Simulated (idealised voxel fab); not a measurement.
This is a process module. Its name is voxel self aligned vias.
For reference, the cross-section in this document is cut, with width 280 nm and square cells of 5 nm.
Cross-section, as written here: a square-cell grid given band by band from the top down, where a band holds one or more rows of cells. Within each band entry, the heights of the top and of the bottom of the band appear first, in that order and in nm; the materials of the band then follow from left to right, each with its corresponding width in nm. The designation "throughout" on a single material indicates that it fills the band from edge to edge; the designation "blank" indicates empty space. Convention: height 0 is the level below which the wafer, as received, is all one material. The lowest band does not terminate at the bottom but continues downward, represented as "0..down". Think of "30->40" as a width that walks from the first number to the second as you go down the band, top row to bottom row, taking equal-sized steps from row to row. Where the words "everything unchanged" appear for a step, the cross-section shows no cell changed by that step; every cell remained as before. Reported under the label "Closed void register" are the empty spaces having no open way to the top and comprising 8 cells or more; the notation for each is width x height at distance, in which the distance is measured from the left edge and all three values are in nm. On each step's line, the part that comes after the settings is the simulator's own comment on the step. The optional step-line setting "overlay nm" applies to steps with a mask and quantifies how far to the right of its planned location the mask lay, a negative value indicating leftward placement.
[So here's the lineup of process steps we planned]
1,RECEIVE (material Si)
2,CONFORMAL_DEP (material SiO2; thk nm 15)
3,CONFORMAL_DEP (material SiCN; thk nm 5)
4,DIRECTIONAL_DEP (material SiO2; thk nm 25)
5,DIRECTIONAL_DEP (material aC; thk nm 10)
6,PATTERN (tone open; mask id LINES; material resist; width nm 30; pitch nm 60; thk nm 25; overlay nm 0)
7,DIRECTIONAL_ETCH (etch materials aC; depth nm 10)
8,STRIP (etch materials resist)
9,DIRECTIONAL_ETCH (etch materials SiO2; depth nm 25)
10,STRIP (etch materials aC)
11,CONFORMAL_DEP (material TiN; thk nm 5)
12,FILL_DEP (material Ru; thk nm 10)
13,CMP (height nm 45)
14,SELECTIVE_ETCH (etch materials W Ru TiN; depth nm 5)
15,FILL_DEP (material SiN; thk nm 10)
16,CMP (height nm 45)
17,DIRECTIONAL_DEP (material SiO2; thk nm 20)
18,DIRECTIONAL_DEP (material aC; thk nm 15)
19,PATTERN (tone open; mask id VIAS; material resist; width nm 40; pitch nm 120; thk nm 35; overlay nm 0)
20,DIRECTIONAL_ETCH (etch materials aC; depth nm 15)
21,STRIP (etch materials resist)
22,DIRECTIONAL_ETCH (etch materials SiO2; depth nm 20)
23,DIRECTIONAL_ETCH (etch materials SiN; depth nm 5)
24,STRIP (etch materials aC)
25,CONFORMAL_DEP (material TiN; thk nm 5)
26,FILL_DEP (material Ru; thk nm 5)
27,CMP (height nm 65)
28,CONFORMAL_DEP (material SiCN; thk nm 5)
[First of two wafers - as planned]
[As received (post step 1): cross-section]
- 0..down = Si throughout
- Closed void register: none
[Upon completion of step 2, the wafer appears in cross-section as shown]
- 15..0 = SiO2 throughout
- Unchanged below 0.
[Upon completion of step 3, the wafer appears in cross-section as shown]
- 20..15 = SiCN throughout
- Unchanged below 15.
[Upon completion of step 4, the wafer appears in cross-section as shown]
- 45..20 = SiO2 throughout
- Unchanged below 20.
[Upon completion of step 5, the wafer appears in cross-section as shown]
- 55..45 = aC throughout
- Unchanged below 45.
[Upon completion of step 6, the wafer appears in cross-section as shown]
- 80..55 = resist 65 nm  blank 30 nm  resist 30 nm  blank 30 nm  resist 30 nm  blank 30 nm  resist 65 nm
- Unchanged below 55.
[Upon completion of step 7, the wafer appears in cross-section as shown]
- 70..55 = resist 65 nm  blank 30 nm  resist 30 nm  blank 30 nm  resist 30 nm  blank 30 nm  resist 65 nm
- 55..45 = aC 65 nm  blank 30 nm  aC 30 nm  blank 30 nm  aC 30 nm  blank 30 nm  aC 65 nm
- Unchanged below 45.
[Upon completion of step 8, the wafer appears in cross-section as shown]
- 55..45 = aC 65 nm  blank 30 nm  aC 30 nm  blank 30 nm  aC 30 nm  blank 30 nm  aC 65 nm
- Unchanged below 45.
[Upon completion of step 9, the wafer appears in cross-section as shown]
- 55..45 = aC 65 nm  blank 30 nm  aC 30 nm  blank 30 nm  aC 30 nm  blank 30 nm  aC 65 nm
- 45..20 = SiO2 65 nm  blank 30 nm  SiO2 30 nm  blank 30 nm  SiO2 30 nm  blank 30 nm  SiO2 65 nm
- Unchanged below 20.
[Upon completion of step 10, the wafer appears in cross-section as shown]
- 45..20 = SiO2 65 nm  blank 30 nm  SiO2 30 nm  blank 30 nm  SiO2 30 nm  blank 30 nm  SiO2 65 nm
- Unchanged below 20.
[Upon completion of step 11, the wafer appears in cross-section as shown]
- 50..45 = TiN 70 nm  blank 20 nm  TiN 40 nm  blank 20 nm  TiN 40 nm  blank 20 nm  TiN 70 nm
- 45..25 = SiO2 65 nm  TiN 5 nm  blank 20 nm  TiN 5 nm  SiO2 30 nm  TiN 5 nm  blank 20 nm  TiN 5 nm  SiO2 30 nm  TiN 5 nm  blank 20 nm  TiN 5 nm  SiO2 65 nm
- 25..20 = SiO2 65 nm  TiN 30 nm  SiO2 30 nm  TiN 30 nm  SiO2 30 nm  TiN 30 nm  SiO2 65 nm
- Unchanged below 20.
[Upon completion of step 12, the wafer appears in cross-section as shown]
- 60..50 = Ru throughout
- 50..45 = TiN 70 nm  Ru 20 nm  TiN 40 nm  Ru 20 nm  TiN 40 nm  Ru 20 nm  TiN 70 nm
- 45..25 = SiO2 65 nm  TiN 5 nm  Ru 20 nm  TiN 5 nm  SiO2 30 nm  TiN 5 nm  Ru 20 nm  TiN 5 nm  SiO2 30 nm  TiN 5 nm  Ru 20 nm  TiN 5 nm  SiO2 65 nm
- Unchanged below 25.
[Upon completion of step 13, the wafer appears in cross-section as shown]
- 45..25 = SiO2 65 nm  TiN 5 nm  Ru 20 nm  TiN 5 nm  SiO2 30 nm  TiN 5 nm  Ru 20 nm  TiN 5 nm  SiO2 30 nm  TiN 5 nm  Ru 20 nm  TiN 5 nm  SiO2 65 nm
- Unchanged below 25.
[Upon completion of step 14, the wafer appears in cross-section as shown]
- 45..40 = SiO2 65 nm  blank 30 nm  SiO2 30 nm  blank 30 nm  SiO2 30 nm  blank 30 nm  SiO2 65 nm
- Unchanged below 40.
[Upon completion of step 15, the wafer appears in cross-section as shown]
- 55..45 = SiN throughout
- 45..40 = SiO2 65 nm  SiN 30 nm  SiO2 30 nm  SiN 30 nm  SiO2 30 nm  SiN 30 nm  SiO2 65 nm
- Unchanged below 40.
[Upon completion of step 16, the wafer appears in cross-section as shown]
- 45..40 = SiO2 65 nm  SiN 30 nm  SiO2 30 nm  SiN 30 nm  SiO2 30 nm  SiN 30 nm  SiO2 65 nm
- Unchanged below 40.
[Upon completion of step 17, the wafer appears in cross-section as shown]
- 65..45 = SiO2 throughout
- Unchanged below 45.
[Upon completion of step 18, the wafer appears in cross-section as shown]
- 80..65 = aC throughout
- Unchanged below 65.
[Upon completion of step 19, the wafer appears in cross-section as shown]
- 115..80 = resist 60 nm  blank 40 nm  resist 80 nm  blank 40 nm  resist 60 nm
- Unchanged below 80.
[Upon completion of step 20, the wafer appears in cross-section as shown]
- 100..80 = resist 60 nm  blank 40 nm  resist 80 nm  blank 40 nm  resist 60 nm
- 80..65 = aC 60 nm  blank 40 nm  aC 80 nm  blank 40 nm  aC 60 nm
- Unchanged below 65.
[Upon completion of step 21, the wafer appears in cross-section as shown]
- 80..65 = aC 60 nm  blank 40 nm  aC 80 nm  blank 40 nm  aC 60 nm
- Unchanged below 65.
[Upon completion of step 22, the wafer appears in cross-section as shown]
- 80..65 = aC 60 nm  blank 40 nm  aC 80 nm  blank 40 nm  aC 60 nm
- 65..45 = SiO2 60 nm  blank 40 nm  SiO2 80 nm  blank 40 nm  SiO2 60 nm
- Unchanged below 45.
[Upon completion of step 23, the wafer appears in cross-section as shown]
- 80..65 = aC 60 nm  blank 40 nm  aC 80 nm  blank 40 nm  aC 60 nm
- 65..45 = SiO2 60 nm  blank 40 nm  SiO2 80 nm  blank 40 nm  SiO2 60 nm
- 45..40 = SiO2 65 nm  blank 30 nm  SiO2 30 nm  SiN 30 nm  SiO2 30 nm  blank 30 nm  SiO2 65 nm
- Unchanged below 40.
[Upon completion of step 24, the wafer appears in cross-section as shown]
- 65..45 = SiO2 60 nm  blank 40 nm  SiO2 80 nm  blank 40 nm  SiO2 60 nm
- Unchanged below 45.
[Upon completion of step 25, the wafer appears in cross-section as shown]
- 70..65 = TiN 65 nm  blank 30 nm  TiN 90 nm  blank 30 nm  TiN 65 nm
- 65..50 = SiO2 60 nm  TiN 5 nm  blank 30 nm  TiN 5 nm  SiO2 80 nm  TiN 5 nm  blank 30 nm  TiN 5 nm  SiO2 60 nm
- 50..45 = SiO2 60 nm  TiN 10 nm  blank 20 nm  TiN 10 nm  SiO2 80 nm  TiN 10 nm  blank 20 nm  TiN 10 nm  SiO2 60 nm
- 45..40 = SiO2 65 nm  TiN 30 nm  SiO2 30 nm  SiN 30 nm  SiO2 30 nm  TiN 30 nm  SiO2 65 nm
- Unchanged below 40.
[Upon completion of step 26, the wafer appears in cross-section as shown]
- 75..70 = Ru throughout
- 70..65 = TiN 65 nm  Ru 30 nm  TiN 90 nm  Ru 30 nm  TiN 65 nm
- 65..50 = SiO2 60 nm  TiN 5 nm  Ru 30 nm  TiN 5 nm  SiO2 80 nm  TiN 5 nm  Ru 30 nm  TiN 5 nm  SiO2 60 nm
- 50..45 = SiO2 60 nm  TiN 10 nm  Ru 20 nm  TiN 10 nm  SiO2 80 nm  TiN 10 nm  Ru 20 nm  TiN 10 nm  SiO2 60 nm
- Unchanged below 45.
[Upon completion of step 27, the wafer appears in cross-section as shown]
- 65..50 = SiO2 60 nm  TiN 5 nm  Ru 30 nm  TiN 5 nm  SiO2 80 nm  TiN 5 nm  Ru 30 nm  TiN 5 nm  SiO2 60 nm
- Unchanged below 50.
[Upon completion of step 28, the wafer appears in cross-section as shown]
- 70..65 = SiCN throughout
- Unchanged below 65.
[Second wafer, same starting conditions and recipe as the first, one mistake in executing it, nothing differs from the first up to and including step 21]
[when step 22 should have ended]
- 80..65 = aC 60 nm  blank 40 nm  aC 80 nm  blank 40 nm  aC 60 nm
- 65..45 = SiO2 60 nm  blank 40 nm  SiO2 80 nm  blank 40 nm  SiO2 60 nm
- 45..40 = SiO2 60 nm  blank 5 nm  SiN 30 nm  blank 5 nm  SiO2 25 nm  SiN 30 nm  SiO2 25 nm  blank 5 nm  SiN 30 nm  blank 5 nm  SiO2 60 nm
- 40..25 = SiO2 60 nm  blank 5 nm  TiN 5 nm  Ru 20 nm  TiN 5 nm  blank 5 nm  SiO2 25 nm  TiN 5 nm  Ru 20 nm  TiN 5 nm  SiO2 25 nm  blank 5 nm  TiN 5 nm  Ru 20 nm  TiN 5 nm  blank 5 nm  SiO2 60 nm
- Unchanged below 25.
[when step 23 should have ended]
- 80..65 = aC 60 nm  blank 40 nm  aC 80 nm  blank 40 nm  aC 60 nm
- 65..45 = SiO2 60 nm  blank 40 nm  SiO2 80 nm  blank 40 nm  SiO2 60 nm
- 45..40 = SiO2 60 nm  blank 40 nm  SiO2 25 nm  SiN 30 nm  SiO2 25 nm  blank 40 nm  SiO2 60 nm
- Unchanged below 40.
[when step 24 should have ended]
- 65..45 = SiO2 60 nm  blank 40 nm  SiO2 80 nm  blank 40 nm  SiO2 60 nm
- Unchanged below 45.
[when step 25 should have ended]
- 70..65 = TiN 65 nm  blank 30 nm  TiN 90 nm  blank 30 nm  TiN 65 nm
- 65..45 = SiO2 60 nm  TiN 5 nm  blank 30 nm  TiN 5 nm  SiO2 80 nm  TiN 5 nm  blank 30 nm  TiN 5 nm  SiO2 60 nm
- 45..40 = SiO2 60 nm  TiN 40 nm  SiO2 25 nm  SiN 30 nm  SiO2 25 nm  TiN 40 nm  SiO2 60 nm
- 40..25 = SiO2 60 nm  TiN 10 nm  Ru 20 nm  TiN 10 nm  SiO2 25 nm  TiN 5 nm  Ru 20 nm  TiN 5 nm  SiO2 25 nm  TiN 10 nm  Ru 20 nm  TiN 10 nm  SiO2 60 nm
- Unchanged below 25.
[when step 26 should have ended]
- 75..70 = Ru throughout
- 70..65 = TiN 65 nm  Ru 30 nm  TiN 90 nm  Ru 30 nm  TiN 65 nm
- 65..45 = SiO2 60 nm  TiN 5 nm  Ru 30 nm  TiN 5 nm  SiO2 80 nm  TiN 5 nm  Ru 30 nm  TiN 5 nm  SiO2 60 nm
- Unchanged below 45.
[when step 27 should have ended]
- 65..45 = SiO2 60 nm  TiN 5 nm  Ru 30 nm  TiN 5 nm  SiO2 80 nm  TiN 5 nm  Ru 30 nm  TiN 5 nm  SiO2 60 nm
- Unchanged below 45.
[when step 28 should have ended]
- 70..65 = SiCN throughout
- Unchanged below 65.
The plan and the run diverged here: step 22 in the plan was executed twice
The final cell counts differ between the wafers, with the second having more or fewer of some materials than the first: +4 Ru; -16 SiO2; +12 TiN
